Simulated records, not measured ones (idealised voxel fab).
Process module name: voxel ribs on slabs
Xsec cut, 195 nm wide, square cell size 5 nm.
When this document writes out a cross-section, it uses a grid of square cells and lists it as bands, beginning at the top and moving down, with a band standing for one or more rows of cells. In this notation a band is specified by the heights of its top and bottom, in that order and in nm, after which its materials appear from left to right, each paired with its width in nm. The word "edge to edge" attached to a single material means that material fills the band from edge to edge; the word "air" stands for empty space. All heights in this document are referenced to 0, defined as the level beneath which the wafer, as received, consists entirely of one material. The lowest band is not bounded below; it extends indefinitely downward and is written in the form "0 down". It should be noted that a width expressed as "30->40" varies in equal increments from row to row of cells within the band, taking the value of the first number at the top row and that of the second number at the bottom row. "no alterations made" -> step changed no cross-section cell. Empty spaces without an open route to the top, at least 8 cells in extent, make up the entry "Sealed void listing"; each is given as width x height at distance, where the distance is measured from the left edge, and all are in nm. Formally, on a step line, whatever follows the settings is a remark that the simulator itself makes on the step. When a step includes a mask, the "overlay nm" setting on its line states how far to the right of its planned place that mask lay, and negative values state how far to the left.
# Process steps foreseen in the plan
step 1: RECEIVE, material Si
step 2: DIRECTIONAL_DEP, material SiO2, thk nm 25
step 3: DIRECTIONAL_DEP, material SiN, thk nm 15
step 4: MASKED_ETCH, tone cover, mask id RIB, width nm 25, etch materials SiN, depth nm 10, overlay nm 0
step 5: DIRECTIONAL_DEP, material aC, thk nm 15
step 6: PATTERN, tone cover, mask id SLAB, material resist, width nm 85, thk nm 35, overlay nm 0
step 7: DIRECTIONAL_ETCH, etch materials aC, depth nm 15
step 8: STRIP, etch materials resist
step 9: DIRECTIONAL_ETCH, etch materials SiN, depth nm 5
step 10: STRIP, etch materials aC
step 11: FILL_DEP, material SiO2, thk nm 20
step 12: CMP, height nm 55
step 13: DIRECTIONAL_DEP, material TiN, thk nm 10
step 14: MASKED_ETCH, tone cover, mask id HEATER, width nm 35, etch materials TiN, depth nm 10, overlay nm 0
step 15: CONFORMAL_DEP, material SiN, thk nm 5
# Here's what the wafer looked like in cross-section when it arrived - that's after step 1
> 0 down: Si edge to edge
> Sealed void listing: none
# first wafer at the end, as planned
> 70 to 65: air 75; SiN 45; air 75
> 65 to 60: air 75; SiN 5; TiN 35; SiN 5; air 75
> 60 to 55: SiN 80; TiN 35; SiN 80
> 55 to 40: SiO2 edge to edge
> 40 to 30: SiO2 85; SiN 25; SiO2 85
> 30 to 25: SiO2 55; SiN 85; SiO2 55
> 25 to 0: SiO2 edge to edge
> 0 down: Si edge to edge
> Sealed void listing: none
# End-of-module cross-section of the second wafer: identical starting point and process plan to the first, with one processing mistake
> 70 to 65: SiN 85; air 25; SiN 85
> 65 to 60: TiN 80; SiN 5; air 25; SiN 5; TiN 80
> 60 to 55: TiN 80; SiN 35; TiN 80
> 55 to 40: SiO2 edge to edge
> 40 to 30: SiO2 85; SiN 25; SiO2 85
> 30 to 25: SiO2 55; SiN 85; SiO2 55
> 25 to 0: SiO2 edge to edge
> 0 down: Si edge to edge
> Sealed void listing: none
what went wrong: step 14: run off-plan, actual operation and settings MASKED_ETCH, tone open, mask id HEATER, width nm 35, etch materials TiN, depth nm 10, overlay nm 0
The final cell counts differ between the wafers, with the second having more or fewer of some materials than the first: TiN +50
